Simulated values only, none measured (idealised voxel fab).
This is a process module. Its name is voxel trench capacitor.
Cross-section cut spans 205 nm and uses square cells 5 nm in size.
How to read a cross-section here: the picture is a grid of square cells, written as bands going from the top down, and any band can span one or more rows of cells.
Look at the band entry: it leads with the top's height and the bottom's height in nm. Then it lists the materials left to right, with a width in nm for each. The word "edge to edge" on a single material says that material fills the band edge to edge. The word "blank" is empty space.
We count height from 0. Below that, the starting wafer is all one material. The lowest band never ends at the bottom but goes on down; see "from 0 down" for how that is written.
The expression "30..40" gives the width at the extremes of the band, the first number at its top row of cells and the second at its bottom row, with the width changing by equal amounts from each row to the next in between.
Step note "nothing was modified" = no cross-section cell changed.
Entry "Closed void entries" = empty spaces >= 8 cells with no open way to the top; each as width x height at distance, distance from left edge, all nm.
Post-settings text on a step line: simulator's own remark regarding the step.
A step line may carry the setting "overlay nm", which, for steps involving a mask, states the distance by which the mask lay to the right of its intended position; negative values denote displacement to the left.
List of planned process steps:
1) RECEIVE (material Si)
2) CONFORMAL_DEP (material SiN; thk nm 10)
3) DIRECTIONAL_DEP (material aC; thk nm 15)
4) PATTERN (tone open; mask id TRENCH; material resist; width nm 25; pitch nm 50; thk nm 35; overlay nm 0)
5) DIRECTIONAL_ETCH (etch materials aC; depth nm 15)
6) STRIP (etch materials resist)
7) DIRECTIONAL_ETCH (etch materials SiN; depth nm 10)
8) DIRECTIONAL_ETCH (etch materials Si; depth nm 25)
9) STRIP (etch materials aC)
10) CONFORMAL_DEP (material SiO2; thk nm 5)
11) FILL_DEP (material polySi; thk nm 10)
12) CMP (height nm 10)
What follows covers the first of two wafers; it ran as planned:
Step 1 complete: cross-section of the wafer as received:
* from 0 down = Si edge to edge
* Closed void entries: none
Step 2 complete: cross-section through the wafer:
* from 10 to 0 = SiN edge to edge
* Under the height 0 nothing was changed.
Step 3 complete: cross-section through the wafer:
* from 25 to 10 = aC edge to edge
* Under the height 10 nothing was changed.
Step 4 complete: cross-section through the wafer:
* from 60 to 25 = resist=40 | blank=25 | resist=25 | blank=25 | resist=25 | blank=25 | resist=40
* Under the height 25 nothing was changed.
Step 5 complete: cross-section through the wafer:
* from 45 to 25 = resist=40 | blank=25 | resist=25 | blank=25 | resist=25 | blank=25 | resist=40
* from 25 to 10 = aC=40 | blank=25 | aC=25 | blank=25 | aC=25 | blank=25 | aC=40
* Under the height 10 nothing was changed.
Step 6 complete: cross-section through the wafer:
* from 25 to 10 = aC=40 | blank=25 | aC=25 | blank=25 | aC=25 | blank=25 | aC=40
* Under the height 10 nothing was changed.
Step 7 complete: cross-section through the wafer:
* from 25 to 10 = aC=40 | blank=25 | aC=25 | blank=25 | aC=25 | blank=25 | aC=40
* from 10 to 0 = SiN=40 | blank=25 | SiN=25 | blank=25 | SiN=25 | blank=25 | SiN=40
* Under the height 0 nothing was changed.
Step 8 complete: cross-section through the wafer:
* from 25 to 10 = aC=40 | blank=25 | aC=25 | blank=25 | aC=25 | blank=25 | aC=40
* from 10 to 0 = SiN=40 | blank=25 | SiN=25 | blank=25 | SiN=25 | blank=25 | SiN=40
* from 0 to -25 = Si=40 | blank=25 | Si=25 | blank=25 | Si=25 | blank=25 | Si=40
* Under the height -25 nothing was changed.
Step 9 complete: cross-section through the wafer:
* from 10 to 0 = SiN=40 | blank=25 | SiN=25 | blank=25 | SiN=25 | blank=25 | SiN=40
* Under the height 0 nothing was changed.
Step 10 complete: cross-section through the wafer:
* from 15 to 10 = SiO2=45 | blank=15 | SiO2=35 | blank=15 | SiO2=35 | blank=15 | SiO2=45
* from 10 to 0 = SiN=40 | SiO2=5 | blank=15 | SiO2=5 | SiN=25 | SiO2=5 | blank=15 | SiO2=5 | SiN=25 | SiO2=5 | blank=15 | SiO2=5 | SiN=40
* from 0 to -20 = Si=40 | SiO2=5 | blank=15 | SiO2=5 | Si=25 | SiO2=5 | blank=15 | SiO2=5 | Si=25 | SiO2=5 | blank=15 | SiO2=5 | Si=40
* from -20 to -25 = Si=40 | SiO2=25 | Si=25 | SiO2=25 | Si=25 | SiO2=25 | Si=40
* Under the height -25 nothing was changed.
Step 11 complete: cross-section through the wafer:
* from 25 to 15 = polySi edge to edge
* from 15 to 10 = SiO2=45 | polySi=15 | SiO2=35 | polySi=15 | SiO2=35 | polySi=15 | SiO2=45
* from 10 to 0 = SiN=40 | SiO2=5 | polySi=15 | SiO2=5 | SiN=25 | SiO2=5 | polySi=15 | SiO2=5 | SiN=25 | SiO2=5 | polySi=15 | SiO2=5 | SiN=40
* from 0 to -20 = Si=40 | SiO2=5 | polySi=15 | SiO2=5 | Si=25 | SiO2=5 | polySi=15 | SiO2=5 | Si=25 | SiO2=5 | polySi=15 | SiO2=5 | Si=40
* Under the height -20 nothing was changed.
Step 12 complete: cross-section through the wafer:
* from 10 to 0 = SiN=40 | SiO2=5 | polySi=15 | SiO2=5 | SiN=25 | SiO2=5 | polySi=15 | SiO2=5 | SiN=25 | SiO2=5 | polySi=15 | SiO2=5 | SiN=40
* Under the height 0 nothing was changed.
Wafer two of the pair: same origin, same plan, one error during the run; identical to wafer one up to and including step 1:
Second wafer, cut view, end of step 2 per plan:
* from 10 to 0 = polySi edge to edge
* Under the height 0 nothing was changed.
Second wafer, cut view, end of step 3 per plan:
* from 25 to 10 = aC edge to edge
* Under the height 10 nothing was changed.
Second wafer, cut view, end of step 4 per plan:
* from 60 to 25 = resist=40 | blank=25 | resist=25 | blank=25 | resist=25 | blank=25 | resist=40
* Under the height 25 nothing was changed.
Second wafer, cut view, end of step 5 per plan:
* from 45 to 25 = resist=40 | blank=25 | resist=25 | blank=25 | resist=25 | blank=25 | resist=40
* from 25 to 10 = aC=40 | blank=25 | aC=25 | blank=25 | aC=25 | blank=25 | aC=40
* Under the height 10 nothing was changed.
Second wafer, cut view, end of step 6 per plan:
* from 25 to 10 = aC=40 | blank=25 | aC=25 | blank=25 | aC=25 | blank=25 | aC=40
* Under the height 10 nothing was changed.
Second wafer, cut view, end of step 7 per plan: nothing was modified
Second wafer, cut view, end of step 8 per plan:
* from 25 to 10 = aC=40 | blank=25 | aC=25 | blank=25 | aC=25 | blank=25 | aC=40
* from 10 to 0 = polySi=40 | blank=25 | polySi=25 | blank=25 | polySi=25 | blank=25 | polySi=40
* from 0 to -15 = Si=40 | blank=25 | Si=25 | blank=25 | Si=25 | blank=25 | Si=40
* Under the height -15 nothing was changed.
Second wafer, cut view, end of step 9 per plan:
* from 10 to 0 = polySi=40 | blank=25 | polySi=25 | blank=25 | polySi=25 | blank=25 | polySi=40
* Under the height 0 nothing was changed.
Second wafer, cut view, end of step 10 per plan:
* from 15 to 10 = SiO2=45 | blank=15 | SiO2=35 | blank=15 | SiO2=35 | blank=15 | SiO2=45
* from 10 to 0 = polySi=40 | SiO2=5 | blank=15 | SiO2=5 | polySi=25 | SiO2=5 | blank=15 | SiO2=5 | polySi=25 | SiO2=5 | blank=15 | SiO2=5 | polySi=40
* from 0 to -10 = Si=40 | SiO2=5 | blank=15 | SiO2=5 | Si=25 | SiO2=5 | blank=15 | SiO2=5 | Si=25 | SiO2=5 | blank=15 | SiO2=5 | Si=40
* from -10 to -15 = Si=40 | SiO2=25 | Si=25 | SiO2=25 | Si=25 | SiO2=25 | Si=40
* Under the height -15 nothing was changed.
Second wafer, cut view, end of step 11 per plan:
* from 25 to 15 = polySi edge to edge
* from 15 to 10 = SiO2=45 | polySi=15 | SiO2=35 | polySi=15 | SiO2=35 | polySi=15 | SiO2=45
* from 10 to 0 = polySi=40 | SiO2=5 | polySi=15 | SiO2=5 | polySi=25 | SiO2=5 | polySi=15 | SiO2=5 | polySi=25 | SiO2=5 | polySi=15 | SiO2=5 | polySi=40
* from 0 to -10 = Si=40 | SiO2=5 | polySi=15 | SiO2=5 | Si=25 | SiO2=5 | polySi=15 | SiO2=5 | Si=25 | SiO2=5 | polySi=15 | SiO2=5 | Si=40
* Under the height -10 nothing was changed.
Second wafer, cut view, end of step 12 per plan:
* from 10 to 0 = polySi=40 | SiO2=5 | polySi=15 | SiO2=5 | polySi=25 | SiO2=5 | polySi=15 | SiO2=5 | polySi=25 | SiO2=5 | polySi=15 | SiO2=5 | polySi=40
* Under the height 0 nothing was changed.
Processing error: the process deviated at step 2: the operation and settings actually run there were CONFORMAL_DEP (material polySi; thk nm 10)
At the finish, the second wafer shows more or fewer cells for some materials than the first does: 30 more of Si, 52 fewer of SiN, 12 fewer of SiO2, 34 more of polySi
